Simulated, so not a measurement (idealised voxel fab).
A process module follows: voxel gate over fins.
Cross-sectional view cut (width: 170 nm; square cell size: 5 nm).
Cross-section, as written here: a square-cell grid given band by band from the top down, where a band holds one or more rows of cells. Read a band's entry like this: the first values are the height of its top and the height of its bottom in nm, and what follows is the sequence of materials from left to right, each with its width in nm. Note that "blank" is empty space, and that a single material marked "full width" reaches across the band from edge to edge. Heads up on the height convention: 0 is the point under which the incoming wafer is all one material, and the lowest band has no bottom, it just keeps going down, like "0..down". The two numbers in a width such as "30 to 40" mark its ends across the band: the first belongs to the top row of cells, the second to the bottom row, and from each row to the next the width moves by the same amount. A step reported as "no change occurred" is a step in which no cell of the cross-section changed. Empty spaces counting at least 8 cells and having no open way to the top are listed in "Sealed void list". The notation width x height at distance is used for each, the distance being from the left edge and all three values in nm. Where a step's line continues beyond its settings, the continuation is a remark by the simulator itself on that step. overlay nm: right-of-plan distance of the mask on a masked step; negative values mean left-of-plan.

### The planned process steps are enumerated hereunder
1: RECEIVE: material Si
2: CONFORMAL_DEP: material SiN, thk nm 10
3: DIRECTIONAL_DEP: material aC, thk nm 15
4: PATTERN: tone cover, mask id FINS, material resist, width nm 15, pitch nm 35, thk nm 30, overlay nm 0
5: DIRECTIONAL_ETCH: etch materials aC, depth nm 15
6: STRIP: etch materials resist
7: DIRECTIONAL_ETCH: etch materials SiN, depth nm 10
8: DIRECTIONAL_ETCH: etch materials Si, depth nm 40
9: STRIP: etch materials aC
10: OXIDIZE: depth nm 5
11: FILL_DEP: material SiO2, thk nm 15
12: CMP: height nm 10
13: SELECTIVE_ETCH: etch materials SiO2, depth nm 25
14: STRIP: etch materials SiN
15: CONFORMAL_DEP: material HfO2, thk nm 5
16: CONFORMAL_DEP: material TiN, thk nm 5
17: CONFORMAL_DEP: material TiAl, thk nm 5
18: CONFORMAL_DEP: material TiN, thk nm 5
19: FILL_DEP: material W, thk nm 15
20: CMP: height nm 30
21: CONFORMAL_DEP: material SiCN, thk nm 5

### Cross-section, incoming material, after step 1
0..down: Si full width
Sealed void list: none

### First of two wafers at the end of the module, shown in cross-section; run carried out as planned
35..30: SiCN full width
30..20: W full width
20..15: 10 of W, 150 of TiN, 10 of W
15..10: 10 of W, 5 of TiN, 140 of TiAl, 5 of TiN, 10 of W
10..5: 10 of W, 5 of TiN, 5 of TiAl, 25 of TiN, 10 of TiAl, 25 of TiN, 10 of TiAl, 25 of TiN, 10 of TiAl, 25 of TiN, 5 of TiAl, 5 of TiN, 10 of W
5..0: 15 of TiN, 5 of TiAl, 5 of TiN, 15 of HfO2, 5 of TiN, 10 of TiAl, 5 of TiN, 15 of HfO2, 5 of TiN, 10 of TiAl, 5 of TiN, 15 of HfO2, 5 of TiN, 10 of TiAl, 5 of TiN, 15 of HfO2, 5 of TiN, 5 of TiAl, 15 of TiN
0..-5: 20 of TiAl, 5 of TiN, 5 of HfO2, 5 of Si, 5 of HfO2, 5 of TiN, 10 of TiAl, 5 of TiN, 5 of HfO2, 5 of Si, 5 of HfO2, 5 of TiN, 10 of TiAl, 5 of TiN, 5 of HfO2, 5 of Si, 5 of HfO2, 5 of TiN, 10 of TiAl, 5 of TiN, 5 of HfO2, 5 of Si, 5 of HfO2, 5 of TiN, 20 of TiAl
-5..-10: 25 of TiN, 5 of HfO2, 5 of Si, 5 of HfO2, 20 of TiN, 5 of HfO2, 5 of Si, 5 of HfO2, 20 of TiN, 5 of HfO2, 5 of Si, 5 of HfO2, 20 of TiN, 5 of HfO2, 5 of Si, 5 of HfO2, 25 of TiN
-10..-15: 30 of HfO2, 5 of Si, 30 of HfO2, 5 of Si, 30 of HfO2, 5 of Si, 30 of HfO2, 5 of Si, 30 of HfO2
-15..-45: 30 of SiO2, 5 of Si, 30 of SiO2, 5 of Si, 30 of SiO2, 5 of Si, 30 of SiO2, 5 of Si, 30 of SiO2
-45..down: Si full width
Sealed void list: none

### Second of two wafers, module complete, sectioned: it shares the first wafer's start and plan but was run with one mistake
35..30: SiCN full width
30..20: W full width
20..15: TiN full width
15..10: TiAl full width
10..5: 30 of TiN, 5 of TiAl, 30 of TiN, 5 of TiAl, 30 of TiN, 5 of TiAl, 30 of TiN, 5 of TiAl, 30 of TiN
5..0: 25 of HfO2, 5 of TiN, 5 of TiAl, 5 of TiN, 20 of HfO2, 5 of TiN, 5 of TiAl, 5 of TiN, 20 of HfO2, 5 of TiN, 5 of TiAl, 5 of TiN, 20 of HfO2, 5 of TiN, 5 of TiAl, 5 of TiN, 25 of HfO2
0..-5: 20 of Si, 5 of HfO2, 5 of TiN, 5 of TiAl, 5 of TiN, 5 of HfO2, 10 of Si, 5 of HfO2, 5 of TiN, 5 of TiAl, 5 of TiN, 5 of HfO2, 10 of Si, 5 of HfO2, 5 of TiN, 5 of TiAl, 5 of TiN, 5 of HfO2, 10 of Si, 5 of HfO2, 5 of TiN, 5 of TiAl, 5 of TiN, 5 of HfO2, 20 of Si
-5..-10: 20 of Si, 5 of HfO2, 15 of TiN, 5 of HfO2, 10 of Si, 5 of HfO2, 15 of TiN, 5 of HfO2, 10 of Si, 5 of HfO2, 15 of TiN, 5 of HfO2, 10 of Si, 5 of HfO2, 15 of TiN, 5 of HfO2, 20 of Si
-10..-15: 20 of Si, 25 of HfO2, 10 of Si, 25 of HfO2, 10 of Si, 25 of HfO2, 10 of Si, 25 of HfO2, 20 of Si
-15..-45: 20 of Si, 25 of SiO2, 10 of Si, 25 of SiO2, 10 of Si, 25 of SiO2, 10 of Si, 25 of SiO2, 20 of Si
-45..down: Si full width
Sealed void list: none
Deviation from plan: step 4 did not use the planned setting and instead ran as PATTERN: tone open, mask id FINS, material resist, width nm 15, pitch nm 35, thk nm 30, overlay nm 0
The final cell counts differ between the wafers, with the second having more or fewer of some materials than the first: Si +90; SiO2 -60; TiAl -12; TiN -6; W -12
